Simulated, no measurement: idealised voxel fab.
process module | voxel gate over fins
cross-section cut | 245 nm wide | cells 5 nm
A cross-section is a grid of square cells, given in bands from the top down. A band is one or more rows of cells.
Each band's line starts with the height of the band's top and of its bottom, in nm. Then come its materials from left to right, each with its width in nm. One material with "throughout" fills the band from edge to edge. "air" is empty space.
Height 0 is the level under which the wafer as received is all one material. The lowest band goes on downwards, as in "0 down".
A width such as "30 to 40" changes by the same amount from each row of cells to the next, from the band's top row to its bottom row.
"no change" after a step means that no cell of the cross-section changed.
closed voids: empty space of 8 cells or more with no open way to the top, each as width x height at its distance from the left edge, in nm
after a step's settings: what the simulator itself notes on the step
overlay nm, on a step with a mask: how far to the right of its planned place the mask lay; to the left if negative
plan
1 op RECEIVE | material Si
2 op CONFORMAL_DEP | material SiN | thk nm 10
3 op DIRECTIONAL_DEP | material aC | thk nm 10
4 op PATTERN | tone cover | mask id FINS | material resist | width nm 15 | pitch nm 45 | thk nm 30 | overlay nm 0
5 op DIRECTIONAL_ETCH | etch materials aC | depth nm 5
6 op STRIP | etch materials resist
7 op DIRECTIONAL_ETCH | etch materials SiN | depth nm 10
8 op DIRECTIONAL_ETCH | etch materials Si | depth nm 30
9 op STRIP | etch materials aC
10 op FILL_DEP | material SiO2 | thk nm 10
11 op CMP | height nm 10
12 op SELECTIVE_ETCH | etch materials SiO2 | depth nm 20
13 op STRIP | etch materials SiN
14 op CONFORMAL_DEP | material HfO2 | thk nm 5
15 op CONFORMAL_DEP | material TiN | thk nm 5
16 op FILL_DEP | material W | thk nm 10
17 op CMP | height nm 15
18 op CONFORMAL_DEP | material SiCN | thk nm 5
varied across the wafers: depth nm of step 5. The plan shows the first wafer's value. All wafers start alike
first wafer as received, after step 1
  0 down: Si throughout
  closed voids: none
each wafer at the end: cells of each material gained (+) or lost (-) since it was received, then its closed voids
depth nm 5 | +49 HfO2 | +49 SiCN | +49 TiN | +49 W | closed voids: none
depth nm 10 | +57 HfO2 | -258 Si | +49 SiCN | +172 SiO2 | +57 TiN | +119 W | closed voids: none
depth nm 15 | +57 HfO2 | -258 Si | +49 SiCN | +172 SiO2 | +57 TiN | +119 W | closed voids: none
depth nm 20 | +57 HfO2 | -258 Si | +49 SiCN | +172 SiO2 | +57 TiN | +119 W | closed voids: none
depth nm 25 | +57 HfO2 | -258 Si | +49 SiCN | +172 SiO2 | +57 TiN | +119 W | closed voids: none
